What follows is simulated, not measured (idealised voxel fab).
process module | voxel trench capacitor
cross-section cut | 195 nm wide | cells 5 nm
A cross-section is a grid of square cells, given in bands from the top down. A band is one or more rows of cells.
Each band's line starts with the height of the band's top and of its bottom, in nm. Then come its materials from left to right, each with its width in nm. One material with "throughout" fills the band from edge to edge. "air" is empty space.
Height 0 is the level under which the wafer as received is all one material. The lowest band goes on downwards, as in "0 down".
A width such as "30 to 40" changes by the same amount from each row of cells to the next, from the band's top row to its bottom row.
"no change" after a step means that no cell of the cross-section changed.
closed voids: empty space of 8 cells or more with no open way to the top, each as width x height at its distance from the left edge, in nm
after a step's settings: what the simulator itself notes on the step
overlay nm, on a step with a mask: how far to the right of its planned place the mask lay; to the left if negative
plan
1 op RECEIVE | material Si
2 op CONFORMAL_DEP | material SiN | thk nm 5
3 op DIRECTIONAL_DEP | material aC | thk nm 15
4 op PATTERN | tone open | mask id TRENCH | material resist | width nm 25 | pitch nm 50 | thk nm 30 | overlay nm 0
5 op DIRECTIONAL_ETCH | etch materials aC | depth nm 15
6 op STRIP | etch materials resist
7 op DIRECTIONAL_ETCH | etch materials SiN | depth nm 5
8 op DIRECTIONAL_ETCH | etch materials Si | depth nm 40
9 op STRIP | etch materials aC
10 op CONFORMAL_DEP | material Al2O3 | thk nm 5
11 op CONFORMAL_DEP | material TiN | thk nm 5
12 op FILL_DEP | material W | thk nm 10
13 op CMP | height nm 5
as received, after step 1
  0 down: Si throughout
  closed voids: none
a wafer at the end: this start, this plan, one mistake
  5 to 0: SiN 35 | TiN 5 | Al2O3 5 | W 5 | Al2O3 5 | TiN 5 | SiN 25 | TiN 5 | Al2O3 5 | W 5 | Al2O3 5 | TiN 5 | SiN 25 | TiN 5 | Al2O3 5 | W 5 | Al2O3 5 | TiN 5 | SiN 35
  0 to -30: Si 35 | TiN 5 | Al2O3 5 | W 5 | Al2O3 5 | TiN 5 | Si 25 | TiN 5 | Al2O3 5 | W 5 | Al2O3 5 | TiN 5 | Si 25 | TiN 5 | Al2O3 5 | W 5 | Al2O3 5 | TiN 5 | Si 35
  -30 to -35: Si 35 | TiN 5 | Al2O3 15 | TiN 5 | Si 25 | TiN 5 | Al2O3 15 | TiN 5 | Si 25 | TiN 5 | Al2O3 15 | TiN 5 | Si 35
  -35 to -40: Si 35 | TiN 25 | Si 25 | TiN 25 | Si 25 | TiN 25 | Si 35
  -40 down: Si throughout
  closed voids: none
what went wrong: steps 10 and 11 were swapped
